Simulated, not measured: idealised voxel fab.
Proc. module: voxel wiring stack
This is section cut - it's 240 nm across, gridded in 5 nm square cells.
Square cells in a grid make up a cross-section in this document, and the grid is given as bands, listed from the top down, each one or more rows of cells. Heights first: top, then bottom, in nm. Then materials, left to right, each with a width in nm. "edge to edge" on a single material: fills the band edge to edge. "blank": empty space. Convention: height 0 is the level below which the wafer, as received, is all one material. The lowest band does not terminate at the bottom but continues downward, represented as "0..down". So if you see something like "30->40" for the width, read it as the top row of the band sitting at the first number and the bottom row at the second, with every row in between moving by the same amount as the last. "no modification" after a step means that no cell of the cross-section changed. Reported under the label "Closed-off voids" are the empty spaces having no open way to the top and comprising 8 cells or more; the notation for each is width x height at distance, in which the distance is measured from the left edge and all three values are in nm. It should be noted that, on the line of a given step, the content following the step's settings is a remark produced by the simulator itself with respect to that step. On any step carrying a mask, the "overlay nm" setting, if present on the step's line, tells how far right of its planned place the mask lay; negative values point to the left. Each of the pairs that make up the rest of this document says: here is the cross-section before one process step, here is the cross-section after it, drawn only down to the lowest band that changed, and here, under the pair, is the step lying between them with its settings. Different pairs may come from different runs of this module on the same starting wafer, so a pair continues from the pair above it only where its entry headed "Ex-ante state" says so.
Ex-ante state:
- 140..125 = SiO2: 60, blank: 25, SiO2: 20, blank: 25, SiO2: 20, blank: 25, SiO2: 65
- 125..115 = SiO2: 60, blank: 15, SiO2: 75, blank: 15, SiO2: 75
- 115..110 = SiCN: 60, blank: 15, SiCN: 75, blank: 15, SiCN: 75
- 110..100 = SiO2: 60, TiN: 5, Ru: 25, TiN: 5, SiO2: 20, TiN: 5, Ru: 15, TiN: 5, SiO2: 10, TiN: 5, Ru: 25, TiN: 5, SiO2: 55
- 100..95 = SiO2: 60, TiN: 15, Ru: 15, TiN: 5, SiO2: 20, TiN: 5, Ru: 15, TiN: 5, SiO2: 10, TiN: 15, Ru: 15, TiN: 5, SiO2: 55
- 95..90 = SiO2: 70, TiN: 25, SiO2: 20, TiN: 25, SiO2: 20, TiN: 25, SiO2: 55
- 90..75 = SiO2: 70, TiN: 5, SiO2: 85, TiN: 5, SiO2: 75
- 75..70 = SiCN: 70, TiN: 5, SiCN: 85, TiN: 5, SiCN: 75
- 70..60 = SiO2: 60, TiN: 5, Cu: 15, TiN: 5, SiO2: 20, TiN: 5, Cu: 15, TiN: 5, SiO2: 20, TiN: 5, Cu: 15, TiN: 5, SiO2: 65
- 60..55 = SiO2: 60, TiN: 5, Cu: 5, TiN: 15, SiO2: 20, TiN: 25, SiO2: 20, TiN: 5, Cu: 5, TiN: 15, SiO2: 65
- 55..45 = SiO2: 60, TiN: 5, Cu: 5, TiN: 5, SiO2: 75, TiN: 5, Cu: 5, TiN: 5, SiO2: 75
- 45..40 = SiCN: 60, TiN: 15, SiCN: 75, TiN: 15, SiCN: 75
- 40..20 = SiO2: 60, W: 25, SiO2: 20, W: 25, SiO2: 20, W: 25, SiO2: 65
- 20..15 = SiO2: 60, TiN: 25, SiO2: 20, TiN: 25, SiO2: 20, TiN: 25, SiO2: 65
- 15..0 = SiO2 edge to edge
- 0..down = Si edge to edge
- Closed-off voids: none
Cut View, Post-Step:
- 145..140 = TiN: 65, blank: 15, TiN: 30, blank: 15, TiN: 30, blank: 15, TiN: 70
- 140..130 = SiO2: 60, TiN: 5, blank: 15, TiN: 5, SiO2: 20, TiN: 5, blank: 15, TiN: 5, SiO2: 20, TiN: 5, blank: 15, TiN: 5, SiO2: 65
- 130..125 = SiO2: 60, TiN: 5, blank: 5, TiN: 15, SiO2: 20, TiN: 25, SiO2: 20, TiN: 5, blank: 5, TiN: 15, SiO2: 65
- 125..115 = SiO2: 60, TiN: 5, blank: 5, TiN: 5, SiO2: 75, TiN: 5, blank: 5, TiN: 5, SiO2: 75
- 115..110 = SiCN: 60, TiN: 15, SiCN: 75, TiN: 15, SiCN: 75
- below 110: unchanged
- Closed-off voids: none
In between the cross-sections above, the run called for CONFORMAL_DEP,material TiN,thk nm 5
Ex-ante state: the wafer arrives at this step looking as the after cross-section in the pair just above shows it.
Cut View, Post-Step:
- 155..145 = Cu edge to edge
- 145..140 = TiN: 65, Cu: 15, TiN: 30, Cu: 15, TiN: 30, Cu: 15, TiN: 70
- 140..130 = SiO2: 60, TiN: 5, Cu: 15, TiN: 5, SiO2: 20, TiN: 5, Cu: 15, TiN: 5, SiO2: 20, TiN: 5, Cu: 15, TiN: 5, SiO2: 65
- 130..125 = SiO2: 60, TiN: 5, Cu: 5, TiN: 15, SiO2: 20, TiN: 25, SiO2: 20, TiN: 5, Cu: 5, TiN: 15, SiO2: 65
- 125..115 = SiO2: 60, TiN: 5, Cu: 5, TiN: 5, SiO2: 75, TiN: 5, Cu: 5, TiN: 5, SiO2: 75
- below 115: unchanged
- Closed-off voids: none
In between the cross-sections above, the run called for FILL_DEP,material Cu,thk nm 10
Ex-ante state: the wafer arrives at this step looking as the after cross-section in the pair just above shows it.
Cut View, Post-Step:
- 140..130 = SiO2: 60, TiN: 5, Cu: 15, TiN: 5, SiO2: 20, TiN: 5, Cu: 15, TiN: 5, SiO2: 20, TiN: 5, Cu: 15, TiN: 5, SiO2: 65
- below 130: unchanged
- Closed-off voids: none
In between the cross-sections above, the run called for CMP,height nm 140
Ex-ante state: the wafer arrives at this step looking as the after cross-section in the pair just above shows it.
Cut View, Post-Step:
- 145..140 = SiN edge to edge
- below 140: unchanged
- Closed-off voids: none
In between the cross-sections above, the run called for CONFORMAL_DEP,material SiN,thk nm 5
Ex-ante state:
- 45..40 = SiCN edge to edge
- 40..20 = SiO2: 60, W: 25, SiO2: 20, W: 25, SiO2: 20, W: 25, SiO2: 65
- 20..15 = SiO2: 60, TiN: 25, SiO2: 20, TiN: 25, SiO2: 20, TiN: 25, SiO2: 65
- 15..0 = SiO2 edge to edge
- 0..down = Si edge to edge
- Closed-off voids: none
Cut View, Post-Step:
- 70..40 = SiCN edge to edge
- below 40: unchanged
- Closed-off voids: none
In between the cross-sections above, the run called for DIRECTIONAL_DEP,material SiCN,thk nm 25
Ex-ante state: the wafer arrives at this step looking as the after cross-section in the pair just above shows it.
Cut View, Post-Step:
- 85..70 = resist: 60, blank: 25, resist: 20, blank: 25, resist: 20, blank: 25, resist: 65
- below 70: unchanged
- Closed-off voids: none
In between the cross-sections above, the run called for PATTERN,tone open,mask id METAL_2,material resist,width nm 25,pitch nm 45,thk nm 15,overlay nm 0
Ex-ante state: the wafer arrives at this step looking as the after cross-section in the pair just above shows it.
Cut View, Post-Step:
- 85..70 = resist: 60, blank: 25, resist: 20, blank: 25, resist: 20, blank: 25, resist: 65
- 70..65 = SiCN: 60, blank: 25, SiCN: 20, blank: 25, SiCN: 20, blank: 25, SiCN: 65
- below 65: unchanged
- Closed-off voids: none
In between the cross-sections above, the run called for DIRECTIONAL_ETCH,etch materials SiCN,depth nm 5
Ex-ante state: the wafer arrives at this step looking as the after cross-section in the pair just above shows it.
Cut View, Post-Step:
- 70..65 = SiCN: 60, blank: 25, SiCN: 20, blank: 25, SiCN: 20, blank: 25, SiCN: 65
- below 65: unchanged
- Closed-off voids: none
In between the cross-sections above, the run called for STRIP,etch materials resist
Ex-ante state: the wafer arrives at this step looking as the after cross-section in the pair just above shows it.
Cut View, Post-Step:
- 75..70 = TiN: 65, blank: 15, TiN: 30, blank: 15, TiN: 30, blank: 15, TiN: 70
- 70..65 = SiCN: 60, TiN: 25, SiCN: 20, TiN: 25, SiCN: 20, TiN: 25, SiCN: 65
- below 65: unchanged
- Closed-off voids: none
In between the cross-sections above, the run called for CONFORMAL_DEP,material TiN,thk nm 5
Ex-ante state: the wafer arrives at this step looking as the after cross-section in the pair just above shows it.
Cut View, Post-Step:
- 85..75 = Cu edge to edge
- 75..70 = TiN: 65, Cu: 15, TiN: 30, Cu: 15, TiN: 30, Cu: 15, TiN: 70
- below 70: unchanged
- Closed-off voids: none
In between the cross-sections above, the run called for FILL_DEP,material Cu,thk nm 10
Ex-ante state: the wafer arrives at this step looking as the after cross-section in the pair just above shows it.
Cut View, Post-Step:
- 70..65 = SiCN: 60, TiN: 25, SiCN: 20, TiN: 25, SiCN: 20, TiN: 25, SiCN: 65
- below 65: unchanged
- Closed-off voids: none
In between the cross-sections above, the run called for CMP,height nm 70
Ex-ante state: the wafer arrives at this step looking as the after cross-section in the pair just above shows it.
Cut View, Post-Step:
- 75..70 = SiCN edge to edge
- below 70: unchanged
- Closed-off voids: none
In between the cross-sections above, the run called for CONFORMAL_DEP,material SiCN,thk nm 5
Ex-ante state: the wafer arrives at this step looking as the after cross-section in the pair just above shows it.
Cut View, Post-Step:
- 110..75 = SiO2 edge to edge
- below 75: unchanged
- Closed-off voids: none
In between the cross-sections above, the run called for DIRECTIONAL_DEP,material SiO2,thk nm 35
Ex-ante state: the wafer arrives at this step looking as the after cross-section in the pair just above shows it.
Cut View, Post-Step:
- 125..110 = aC edge to edge
- below 110: unchanged
- Closed-off voids: none
In between the cross-sections above, the run called for DIRECTIONAL_DEP,material aC,thk nm 15
Ex-ante state: the wafer arrives at this step looking as the after cross-section in the pair just above shows it.
Cut View, Post-Step:
- 160..125 = resist: 60, blank: 25, resist: 20, blank: 25, resist: 20, blank: 25, resist: 65
- below 125: unchanged
- Closed-off voids: none
In between the cross-sections above, the run called for PATTERN,tone open,mask id METAL_3,material resist,width nm 25,pitch nm 45,thk nm 35,overlay nm 0
Ex-ante state: the wafer arrives at this step looking as the after cross-section in the pair just above shows it.
Cut View, Post-Step:
- 145..125 = resist: 60, blank: 25, resist: 20, blank: 25, resist: 20, blank: 25, resist: 65
- 125..110 = aC: 60, blank: 25, aC: 20, blank: 25, aC: 20, blank: 25, aC: 65
- below 110: unchanged
- Closed-off voids: none
In between the cross-sections above, the run called for DIRECTIONAL_ETCH,etch materials aC,depth nm 15
Ex-ante state: the wafer arrives at this step looking as the after cross-section in the pair just above shows it.
Cut View, Post-Step:
- 125..110 = aC: 60, blank: 25, aC: 20, blank: 25, aC: 20, blank: 25, aC: 65
- below 110: unchanged
- Closed-off voids: none
In between the cross-sections above, the run called for STRIP,etch materials resist
Ex-ante state: the wafer arrives at this step looking as the after cross-section in the pair just above shows it.
Cut View, Post-Step:
- 125..110 = aC: 60, blank: 25, aC: 20, blank: 25, aC: 20, blank: 25, aC: 65
- 110..90 = SiO2: 60, blank: 25, SiO2: 20, blank: 25, SiO2: 20, blank: 25, SiO2: 65
- below 90: unchanged
- Closed-off voids: none
In between the cross-sections above, the run called for DIRECTIONAL_ETCH,etch materials SiO2,depth nm 20
Ex-ante state: the wafer arrives at this step looking as the after cross-section in the pair just above shows it.
Cut View, Post-Step:
- 110..90 = SiO2: 60, blank: 25, SiO2: 20, blank: 25, SiO2: 20, blank: 25, SiO2: 65
- below 90: unchanged
- Closed-off voids: none
In between the cross-sections above, the run called for STRIP,etch materials aC
Ex-ante state: the wafer arrives at this step looking as the after cross-section in the pair just above shows it.
Cut View, Post-Step:
- 130..110 = resist: 60, blank: 15, resist: 75, blank: 15, resist: 75
- 110..90 = SiO2: 60, blank: 15, resist: 10, SiO2: 20, resist: 25, SiO2: 20, blank: 15, resist: 10, SiO2: 65
- below 90: unchanged
- Closed-off voids: none
In between the cross-sections above, the run called for PATTERN,tone open,mask id METAL_3_HOLES,material resist,width nm 15,pitch nm 90,thk nm 20,overlay nm 0
Ex-ante state: the wafer arrives at this step looking as the after cross-section in the pair just above shows it.
Cut View, Post-Step:
- 130..110 = resist: 60, blank: 15, resist: 75, blank: 15, resist: 75
- 110..90 = SiO2: 60, blank: 15, resist: 10, SiO2: 20, resist: 25, SiO2: 20, blank: 15, resist: 10, SiO2: 65
- 90..75 = SiO2: 60, blank: 15, SiO2: 75, blank: 15, SiO2: 75
- below 75: unchanged
- Closed-off voids: none
In between the cross-sections above, the run called for DIRECTIONAL_ETCH,etch materials SiO2,depth nm 15
Ex-ante state: the wafer arrives at this step looking as the after cross-section in the pair just above shows it.
Cut View, Post-Step:
- 130..110 = resist: 60, blank: 15, resist: 75, blank: 15, resist: 75
- 110..90 = SiO2: 60, blank: 15, resist: 10, SiO2: 20, resist: 25, SiO2: 20, blank: 15, resist: 10, SiO2: 65
- 90..75 = SiO2: 60, blank: 15, SiO2: 75, blank: 15, SiO2: 75
- 75..70 = SiCN: 60, blank: 15, SiCN: 75, blank: 15, SiCN: 75
- below 70: unchanged
- Closed-off voids: none
In between the cross-sections above, the run called for DIRECTIONAL_ETCH,etch materials SiCN,depth nm 5
Ex-ante state: the wafer arrives at this step looking as the after cross-section in the pair just above shows it.
Cut View, Post-Step:
- 110..90 = SiO2: 60, blank: 25, SiO2: 20, blank: 25, SiO2: 20, blank: 25, SiO2: 65
- below 90: unchanged
- Closed-off voids: none
In between the cross-sections above, the run called for STRIP,etch materials resist
Ex-ante state: the wafer arrives at this step looking as the after cross-section in the pair just above shows it.
Cut View, Post-Step:
- 115..110 = TiN: 65, blank: 15, TiN: 30, blank: 15, TiN: 30, blank: 15, TiN: 70
- 110..95 = SiO2: 60, TiN: 5, blank: 15, TiN: 5, SiO2: 20, TiN: 5, blank: 15, TiN: 5, SiO2: 20, TiN: 5, blank: 15, TiN: 5, SiO2: 65
- 95..90 = SiO2: 60, TiN: 5, blank: 5, TiN: 15, SiO2: 20, TiN: 25, SiO2: 20, TiN: 5, blank: 5, TiN: 15, SiO2: 65
- 90..75 = SiO2: 60, TiN: 5, blank: 5, TiN: 5, SiO2: 75, TiN: 5, blank: 5, TiN: 5, SiO2: 75
- 75..70 = SiCN: 60, TiN: 15, SiCN: 75, TiN: 15, SiCN: 75
- below 70: unchanged
- Closed-off voids: none
In between the cross-sections above, the run called for CONFORMAL_DEP,material TiN,thk nm 5
Ex-ante state: the wafer arrives at this step looking as the after cross-section in the pair just above shows it.
Cut View, Post-Step:
- 125..115 = Ru edge to edge
- 115..110 = TiN: 65, Ru: 15, TiN: 30, Ru: 15, TiN: 30, Ru: 15, TiN: 70
- 110..95 = SiO2: 60, TiN: 5, Ru: 15, TiN: 5, SiO2: 20, TiN: 5, Ru: 15, TiN: 5, SiO2: 20, TiN: 5, Ru: 15, TiN: 5, SiO2: 65
- 95..90 = SiO2: 60, TiN: 5, Ru: 5, TiN: 15, SiO2: 20, TiN: 25, SiO2: 20, TiN: 5, Ru: 5, TiN: 15, SiO2: 65
- 90..75 = SiO2: 60, TiN: 5, Ru: 5, TiN: 5, SiO2: 75, TiN: 5, Ru: 5, TiN: 5, SiO2: 75
- below 75: unchanged
- Closed-off voids: none
In between the cross-sections above, the run called for FILL_DEP,material Ru,thk nm 10
Ex-ante state: the wafer arrives at this step looking as the after cross-section in the pair just above shows it.
Cut View, Post-Step:
- 110..95 = SiO2: 60, TiN: 5, Ru: 15, TiN: 5, SiO2: 20, TiN: 5, Ru: 15, TiN: 5, SiO2: 20, TiN: 5, Ru: 15, TiN: 5, SiO2: 65
- below 95: unchanged
- Closed-off voids: none
In between the cross-sections above, the run called for CMP,height nm 110
Ex-ante state: the wafer arrives at this step looking as the after cross-section in the pair just above shows it.
Cut View, Post-Step:
- 115..110 = SiCN edge to edge
- below 110: unchanged
- Closed-off voids: none
In between the cross-sections above, the run called for CONFORMAL_DEP,material SiCN,thk nm 5
Ex-ante state: the wafer arrives at this step looking as the after cross-section in the pair just above shows it.
Cut View, Post-Step:
- 140..115 = SiO2 edge to edge
- below 115: unchanged
- Closed-off voids: none
In between the cross-sections above, the run called for DIRECTIONAL_DEP,material SiO2,thk nm 25
Ex-ante state: the wafer arrives at this step looking as the after cross-section in the pair just above shows it.
Cut View, Post-Step:
- 155..140 = aC edge to edge
- below 140: unchanged
- Closed-off voids: none
In between the cross-sections above, the run called for DIRECTIONAL_DEP,material aC,thk nm 15
Ex-ante state: the wafer arrives at this step looking as the after cross-section in the pair just above shows it.
Cut View, Post-Step:
- 185..155 = resist: 60, blank: 25, resist: 20, blank: 25, resist: 20, blank: 25, resist: 65
- below 155: unchanged
- Closed-off voids: none
In between the cross-sections above, the run called for PATTERN,tone open,mask id METAL_4,material resist,width nm 25,pitch nm 45,thk nm 30,overlay nm 0
Ex-ante state: the wafer arrives at this step looking as the after cross-section in the pair just above shows it.
Cut View, Post-Step:
- 170..155 = resist: 60, blank: 25, resist: 20, blank: 25, resist: 20, blank: 25, resist: 65
- 155..140 = aC: 60, blank: 25, aC: 20, blank: 25, aC: 20, blank: 25, aC: 65
- below 140: unchanged
- Closed-off voids: none
In between the cross-sections above, the run called for DIRECTIONAL_ETCH,etch materials aC,depth nm 15
Ex-ante state: the wafer arrives at this step looking as the after cross-section in the pair just above shows it.
Cut View, Post-Step:
- 155..140 = aC: 60, blank: 25, aC: 20, blank: 25, aC: 20, blank: 25, aC: 65
- below 140: unchanged
- Closed-off voids: none
In between the cross-sections above, the run called for STRIP,etch materials resist
Ex-ante state: the wafer arrives at this step looking as the after cross-section in the pair just above shows it.
Cut View, Post-Step:
- 155..140 = aC: 60, blank: 25, aC: 20, blank: 25, aC: 20, blank: 25, aC: 65
- 140..125 = SiO2: 60, blank: 25, SiO2: 20, blank: 25, SiO2: 20, blank: 25, SiO2: 65
- below 125: unchanged
- Closed-off voids: none
In between the cross-sections above, the run called for DIRECTIONAL_ETCH,etch materials SiO2,depth nm 15
Ex-ante state: the wafer arrives at this step looking as the after cross-section in the pair just above shows it.
Cut View, Post-Step:
- 140..125 = SiO2: 60, blank: 25, SiO2: 20, blank: 25, SiO2: 20, blank: 25, SiO2: 65
- below 125: unchanged
- Closed-off voids: none
In between the cross-sections above, the run called for STRIP,etch materials aC
Ex-ante state: the wafer arrives at this step looking as the after cross-section in the pair just above shows it.
Cut View, Post-Step:
- 160..140 = resist: 60, blank: 15, resist: 75, blank: 15, resist: 75
- 140..125 = SiO2: 60, blank: 15, resist: 10, SiO2: 20, resist: 25, SiO2: 20, blank: 15, resist: 10, SiO2: 65
- below 125: unchanged
- Closed-off voids: none
In between the cross-sections above, the run called for PATTERN,tone open,mask id METAL_4_HOLES,material resist,width nm 15,pitch nm 90,thk nm 20,overlay nm 0
Ex-ante state: the wafer arrives at this step looking as the after cross-section in the pair just above shows it.
Cut View, Post-Step:
- 160..140 = resist: 60, blank: 15, resist: 75, blank: 15, resist: 75
- 140..125 = SiO2: 60, blank: 15, resist: 10, SiO2: 20, resist: 25, SiO2: 20, blank: 15, resist: 10, SiO2: 65
- 125..115 = SiO2: 60, blank: 15, SiO2: 75, blank: 15, SiO2: 75
- below 115: unchanged
- Closed-off voids: none
In between the cross-sections above, the run called for DIRECTIONAL_ETCH,etch materials SiO2,depth nm 10
Ex-ante state: the wafer arrives at this step looking as the after cross-section in the pair just above shows it.
Cut View, Post-Step:
- 160..140 = resist: 60, blank: 15, resist: 75, blank: 15, resist: 75
- 140..125 = SiO2: 60, blank: 15, resist: 10, SiO2: 20, resist: 25, SiO2: 20, blank: 15, resist: 10, SiO2: 65
- 125..115 = SiO2: 60, blank: 15, SiO2: 75, blank: 15, SiO2: 75
- 115..110 = SiCN: 60, blank: 15, SiCN: 75, blank: 15, SiCN: 75
- below 110: unchanged
- Closed-off voids: none
In between the cross-sections above, the run called for DIRECTIONAL_ETCH,etch materials SiCN,depth nm 5
Ex-ante state: the wafer arrives at this step looking as the after cross-section in the pair just above shows it.
Cut View, Post-Step:
- 140..125 = SiO2: 60, blank: 25, SiO2: 20, blank: 25, SiO2: 20, blank: 25, SiO2: 65
- below 125: unchanged
- Closed-off voids: none
In between the cross-sections above, the run called for STRIP,etch materials resist
Ex-ante state: the wafer arrives at this step looking as the after cross-section in the pair just above shows it.
Cut View, Post-Step:
- 145..140 = TiN: 65, blank: 15, TiN: 30, blank: 15, TiN: 30, blank: 15, TiN: 70
- 140..130 = SiO2: 60, TiN: 5, blank: 15, TiN: 5, SiO2: 20, TiN: 5, blank: 15, TiN: 5, SiO2: 20, TiN: 5, blank: 15, TiN: 5, SiO2: 65
- 130..125 = SiO2: 60, TiN: 5, blank: 5, TiN: 15, SiO2: 20, TiN: 25, SiO2: 20, TiN: 5, blank: 5, TiN: 15, SiO2: 65
- 125..115 = SiO2: 60, TiN: 5, blank: 5, TiN: 5, SiO2: 75, TiN: 5, blank: 5, TiN: 5, SiO2: 75
- 115..110 = SiCN: 60, TiN: 15, SiCN: 75, TiN: 15, SiCN: 75
- below 110: unchanged
- Closed-off voids: none
In between the cross-sections above, the run called for CONFORMAL_DEP,material TiN,thk nm 5
Ex-ante state: the wafer arrives at this step looking as the after cross-section in the pair just above shows it.
Cut View, Post-Step:
- 155..145 = Cu edge to edge
- 145..140 = TiN: 65, Cu: 15, TiN: 30, Cu: 15, TiN: 30, Cu: 15, TiN: 70
- 140..130 = SiO2: 60, TiN: 5, Cu: 15, TiN: 5, SiO2: 20, TiN: 5, Cu: 15, TiN: 5, SiO2: 20, TiN: 5, Cu: 15, TiN: 5, SiO2: 65
- 130..125 = SiO2: 60, TiN: 5, Cu: 5, TiN: 15, SiO2: 20, TiN: 25, SiO2: 20, TiN: 5, Cu: 5, TiN: 15, SiO2: 65
- 125..115 = SiO2: 60, TiN: 5, Cu: 5, TiN: 5, SiO2: 75, TiN: 5, Cu: 5, TiN: 5, SiO2: 75
- below 115: unchanged
- Closed-off voids: none
In between the cross-sections above, the run called for FILL_DEP,material Cu,thk nm 10
Ex-ante state: the wafer arrives at this step looking as the after cross-section in the pair just above shows it.
Cut View, Post-Step:
- 140..130 = SiO2: 60, TiN: 5, Cu: 15, TiN: 5, SiO2: 20, TiN: 5, Cu: 15, TiN: 5, SiO2: 20, TiN: 5, Cu: 15, TiN: 5, SiO2: 65
- below 130: unchanged
- Closed-off voids: none
In between the cross-sections above, the run called for CMP,height nm 140
Ex-ante state: the wafer arrives at this step looking as the after cross-section in the pair just above shows it.
Cut View, Post-Step:
- 145..140 = SiN edge to edge
- below 140: unchanged
- Closed-off voids: none
In between the cross-sections above, the run called for CONFORMAL_DEP,material SiN,thk nm 5
Ex-ante state:
- 70..45 = SiO2 edge to edge
- 45..40 = SiCN edge to edge
- 40..20 = SiO2: 60, W: 25, SiO2: 20, W: 25, SiO2: 20, W: 25, SiO2: 65
- 20..15 = SiO2: 60, TiN: 25, SiO2: 20, TiN: 25, SiO2: 20, TiN: 25, SiO2: 65
- 15..0 = SiO2 edge to edge
- 0..down = Si edge to edge
- Closed-off voids: none
Cut View, Post-Step:
- 70..45 = blank: 60, SiO2: 15, blank: 75, SiO2: 15, blank: 75
- below 45: unchanged
- Closed-off voids: none
In between the cross-sections above, the run called for MASKED_ETCH,tone cover,mask id METAL_2_HOLES,width nm 15,pitch nm 90,etch materials SiO2,depth nm 25,overlay nm 0
Ex-ante state: the wafer arrives at this step looking as the after cross-section in the pair just above shows it.
Cut View, Post-Step:
- 85..70 = resist: 60, blank: 25, resist: 20, blank: 25, resist: 20, blank: 25, resist: 65
- 70..45 = resist: 60, SiO2: 15, blank: 10, resist: 20, blank: 25, resist: 20, SiO2: 15, blank: 10, resist: 65
- below 45: unchanged
- Closed-off voids: none
In between the cross-sections above, the run called for PATTERN,tone open,mask id METAL_2,material resist,width nm 25,pitch nm 45,thk nm 15,overlay nm 0
Ex-ante state: the wafer arrives at this step looking as the after cross-section in the pair just above shows it.
Cut View, Post-Step:
- 85..55 = resist: 60, blank: 25, resist: 20, blank: 25, resist: 20, blank: 25, resist: 65
- below 55: unchanged
- Closed-off voids: none
In between the cross-sections above, the run called for DIRECTIONAL_ETCH,etch materials SiO2,depth nm 15
Ex-ante state: the wafer arrives at this step looking as the after cross-section in the pair just above shows it.
Cut View, Post-Step:
- 85..55 = resist: 60, blank: 25, resist: 20, blank: 25, resist: 20, blank: 25, resist: 65
- 55..45 = resist: 60, SiO2: 15, blank: 10, resist: 20, blank: 25, resist: 20, SiO2: 15, blank: 10, resist: 65
- 45..40 = SiCN: 75, blank: 10, SiCN: 20, blank: 25, SiCN: 35, blank: 10, SiCN: 65
- below 40: unchanged
- Closed-off voids: none
In between the cross-sections above, the run called for DIRECTIONAL_ETCH,etch materials SiCN,depth nm 5
Ex-ante state: the wafer arrives at this step looking as the after cross-section in the pair just above shows it.
Cut View, Post-Step:
- 55..45 = blank: 60, SiO2: 15, blank: 75, SiO2: 15, blank: 75
- below 45: unchanged
- Closed-off voids: none
In between the cross-sections above, the run called for STRIP,etch materials resist
Ex-ante state: the wafer arrives at this step looking as the after cross-section in the pair just above shows it.
Cut View, Post-Step:
- 60..55 = blank: 55, TiN: 25, blank: 65, TiN: 25, blank: 70
- 55..50 = blank: 55, TiN: 5, SiO2: 15, TiN: 5, blank: 65, TiN: 5, SiO2: 15, TiN: 5, blank: 70
- 50..45 = TiN: 60, SiO2: 15, TiN: 35, blank: 15, TiN: 25, SiO2: 15, TiN: 75
- 45..40 = SiCN: 75, TiN: 10, SiCN: 20, TiN: 25, SiCN: 35, TiN: 10, SiCN: 65
- below 40: unchanged
- Closed-off voids: none
In between the cross-sections above, the run called for CONFORMAL_DEP,material TiN,thk nm 5
Ex-ante state: the wafer arrives at this step looking as the after cross-section in the pair just above shows it.
Cut View, Post-Step:
- 70..60 = Cu edge to edge
- 60..55 = Cu: 55, TiN: 25, Cu: 65, TiN: 25, Cu: 70
- 55..50 = Cu: 55, TiN: 5, SiO2: 15, TiN: 5, Cu: 65, TiN: 5, SiO2: 15, TiN: 5, Cu: 70
- 50..45 = TiN: 60, SiO2: 15, TiN: 35, Cu: 15, TiN: 25, SiO2: 15, TiN: 75
- below 45: unchanged
- Closed-off voids: none
In between the cross-sections above, the run called for FILL_DEP,material Cu,thk nm 10
Ex-ante state: the wafer arrives at this step looking as the after cross-section in the pair just above shows it.
Cut View, Post-Step:
- 75..70 = SiCN edge to edge
- below 70: unchanged
- Closed-off voids: none
In between the cross-sections above, the run called for CONFORMAL_DEP,material SiCN,thk nm 5
Ex-ante state: the wafer arrives at this step looking as the after cross-section in the pair just above shows it.
Cut View, Post-Step:
- 110..75 = SiO2 edge to edge
- below 75: unchanged
- Closed-off voids: none
In between the cross-sections above, the run called for DIRECTIONAL_DEP,material SiO2,thk nm 35
Ex-ante state: the wafer arrives at this step looking as the after cross-section in the pair just above shows it.
Cut View, Post-Step:
- 125..110 = aC edge to edge
- below 110: unchanged
- Closed-off voids: none
In between the cross-sections above, the run called for DIRECTIONAL_DEP,material aC,thk nm 15
Ex-ante state: the wafer arrives at this step looking as the after cross-section in the pair just above shows it.
Cut View, Post-Step:
- 160..125 = resist: 60, blank: 25, resist: 20, blank: 25, resist: 20, blank: 25, resist: 65
- below 125: unchanged
- Closed-off voids: none
In between the cross-sections above, the run called for PATTERN,tone open,mask id METAL_3,material resist,width nm 25,pitch nm 45,thk nm 35,overlay nm 0
Ex-ante state: the wafer arrives at this step looking as the after cross-section in the pair just above shows it.
Cut View, Post-Step:
- 145..125 = resist: 60, blank: 25, resist: 20, blank: 25, resist: 20, blank: 25, resist: 65
- 125..110 = aC: 60, blank: 25, aC: 20, blank: 25, aC: 20, blank: 25, aC: 65
- below 110: unchanged
- Closed-off voids: none
In between the cross-sections above, the run called for DIRECTIONAL_ETCH,etch materials aC,depth nm 15
Ex-ante state: the wafer arrives at this step looking as the after cross-section in the pair just above shows it.
Cut View, Post-Step:
- 125..110 = aC: 60, blank: 25, aC: 20, blank: 25, aC: 20, blank: 25, aC: 65
- below 110: unchanged
- Closed-off voids: none
In between the cross-sections above, the run called for STRIP,etch materials resist
Ex-ante state: the wafer arrives at this step looking as the after cross-section in the pair just above shows it.
Cut View, Post-Step:
- 125..110 = aC: 60, blank: 25, aC: 20, blank: 25, aC: 20, blank: 25, aC: 65
- 110..90 = SiO2: 60, blank: 25, SiO2: 20, blank: 25, SiO2: 20, blank: 25, SiO2: 65
- below 90: unchanged
- Closed-off voids: none
In between the cross-sections above, the run called for DIRECTIONAL_ETCH,etch materials SiO2,depth nm 20
Ex-ante state: the wafer arrives at this step looking as the after cross-section in the pair just above shows it.
Cut View, Post-Step:
- 110..90 = SiO2: 60, blank: 25, SiO2: 20, blank: 25, SiO2: 20, blank: 25, SiO2: 65
- below 90: unchanged
- Closed-off voids: none
In between the cross-sections above, the run called for STRIP,etch materials aC
Ex-ante state: the wafer arrives at this step looking as the after cross-section in the pair just above shows it.
Cut View, Post-Step:
- 130..110 = resist: 60, blank: 15, resist: 75, blank: 15, resist: 75
- 110..90 = SiO2: 60, blank: 15, resist: 10, SiO2: 20, resist: 25, SiO2: 20, blank: 15, resist: 10, SiO2: 65
- below 90: unchanged
- Closed-off voids: none
In between the cross-sections above, the run called for PATTERN,tone open,mask id METAL_3_HOLES,material resist,width nm 15,pitch nm 90,thk nm 20,overlay nm 0
Ex-ante state: the wafer arrives at this step looking as the after cross-section in the pair just above shows it.
Cut View, Post-Step:
- 130..110 = resist: 60, blank: 15, resist: 75, blank: 15, resist: 75
- 110..90 = SiO2: 60, blank: 15, resist: 10, SiO2: 20, resist: 25, SiO2: 20, blank: 15, resist: 10, SiO2: 65
- 90..75 = SiO2: 60, blank: 15, SiO2: 75, blank: 15, SiO2: 75
- below 75: unchanged
- Closed-off voids: none
In between the cross-sections above, the run called for DIRECTIONAL_ETCH,etch materials SiO2,depth nm 15
Ex-ante state: the wafer arrives at this step looking as the after cross-section in the pair just above shows it.
Cut View, Post-Step:
- 130..110 = resist: 60, blank: 15, resist: 75, blank: 15, resist: 75
- 110..90 = SiO2: 60, blank: 15, resist: 10, SiO2: 20, resist: 25, SiO2: 20, blank: 15, resist: 10, SiO2: 65
- 90..75 = SiO2: 60, blank: 15, SiO2: 75, blank: 15, SiO2: 75
- 75..70 = SiCN: 60, blank: 15, SiCN: 75, blank: 15, SiCN: 75
- below 70: unchanged
- Closed-off voids: none
In between the cross-sections above, the run called for DIRECTIONAL_ETCH,etch materials SiCN,depth nm 5
Ex-ante state: the wafer arrives at this step looking as the after cross-section in the pair just above shows it.
Cut View, Post-Step:
- 110..90 = SiO2: 60, blank: 25, SiO2: 20, blank: 25, SiO2: 20, blank: 25, SiO2: 65
- below 90: unchanged
- Closed-off voids: none
In between the cross-sections above, the run called for STRIP,etch materials resist
